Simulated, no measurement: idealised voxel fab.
The name of this process module is voxel gate over fins.
Xsec cut, 215 nm wide, square cell size 5 nm.
If you're reading a cross-section in this doc, picture square cells in a grid; it comes to you as bands, top ones listed first down to the bottom, and a band can be one or more rows of cells.
The band entry comprises the height of the band's top followed by the height of its bottom, expressed in nm, and subsequently the band's materials from left to right, each stated together with its width in nm. Where a single material is marked with the word "edge to edge", that material fills the band from edge to edge. The word "air" represents empty space.
The level at which height equals 0 is the one under which the wafer, as it arrives, is entirely one material. No lower edge exists for the bottom band, which continues downward and is notated as in "0 nm and below".
The width entry "30->40" should be interpreted row by row: the top row of cells in the band takes the first number, the bottom row takes the second number, and the change between adjacent rows is uniform throughout.
A step reported as "all unchanged" is a step in which no cell of the cross-section changed.
Any empty space of 8 cells or more lacking an open way to the top shows up in "closed voids" as width x height at distance, distance from the left edge, in nm.
Read whatever lies past the settings on a step's line as the simulator's own remark about the step.
Among the settings permitted on a step's line is "overlay nm"; applied to a step with a mask, it specifies the extent to which the mask lay to the right of its planned position, whereas a negative figure signifies a position to the left.

**The process steps that were planned are listed below**
- 1: op RECEIVE | material Si
- 2: op CONFORMAL_DEP | material SiN | thk nm 10
- 3: op DIRECTIONAL_DEP | material aC | thk nm 10
- 4: op PATTERN | tone cover | mask id FINS | material resist | width nm 15 | pitch nm 45 | thk nm 25 | overlay nm 0
- 5: op DIRECTIONAL_ETCH | etch materials aC | depth nm 10
- 6: op STRIP | etch materials resist
- 7: op DIRECTIONAL_ETCH | etch materials SiN | depth nm 10
- 8: op DIRECTIONAL_ETCH | etch materials Si | depth nm 35
- 9: op STRIP | etch materials aC
- 10: op FILL_DEP | material SiO2 | thk nm 15
- 11: op CMP | height nm 10
- 12: op SELECTIVE_ETCH | etch materials SiO2 | depth nm 25
- 13: op STRIP | etch materials SiN
- 14: op CONFORMAL_DEP | material HfO2 | thk nm 5
- 15: op CONFORMAL_DEP | material TiN | thk nm 5
- 16: op FILL_DEP | material W | thk nm 10
- 17: op CMP | height nm 15
- 18: op CONFORMAL_DEP | material SiCN | thk nm 10

**Wafer as received: cross-section following step 1**
  0 nm and below = Si edge to edge
  closed voids: none

**Wafer at module end, in section. Began as above, planned as above, run with one mistake**
  25 nm to 15 nm = SiCN edge to edge
  15 nm to 10 nm = W edge to edge
  10 nm to 5 nm = W 45 nm / SiN 35 nm / W 10 nm / SiN 35 nm / W 10 nm / SiN 35 nm / W 45 nm
  5 nm to 0 nm = W 45 nm / SiN 5 nm / HfO2 25 nm / SiN 5 nm / W 10 nm / SiN 5 nm / HfO2 25 nm / SiN 5 nm / W 10 nm / SiN 5 nm / HfO2 25 nm / SiN 5 nm / W 45 nm
  0 nm to -5 nm = W 45 nm / SiN 5 nm / HfO2 5 nm / Si 15 nm / HfO2 5 nm / SiN 5 nm / W 10 nm / SiN 5 nm / HfO2 5 nm / Si 15 nm / HfO2 5 nm / SiN 5 nm / W 10 nm / SiN 5 nm / HfO2 5 nm / Si 15 nm / HfO2 5 nm / SiN 5 nm / W 45 nm
  -5 nm to -10 nm = SiN 50 nm / HfO2 5 nm / Si 15 nm / HfO2 5 nm / SiN 20 nm / HfO2 5 nm / Si 15 nm / HfO2 5 nm / SiN 20 nm / HfO2 5 nm / Si 15 nm / HfO2 5 nm / SiN 50 nm
  -10 nm to -15 nm = HfO2 55 nm / Si 15 nm / HfO2 30 nm / Si 15 nm / HfO2 30 nm / Si 15 nm / HfO2 55 nm
  -15 nm to -35 nm = SiO2 55 nm / Si 15 nm / SiO2 30 nm / Si 15 nm / SiO2 30 nm / Si 15 nm / SiO2 55 nm
  -35 nm and below = Si edge to edge
  closed voids: none
Heads up, the wafer didn't run the way we planned it: step 15 ran differently from the plan; actual operation with settings: op CONFORMAL_DEP | material SiN | thk nm 5
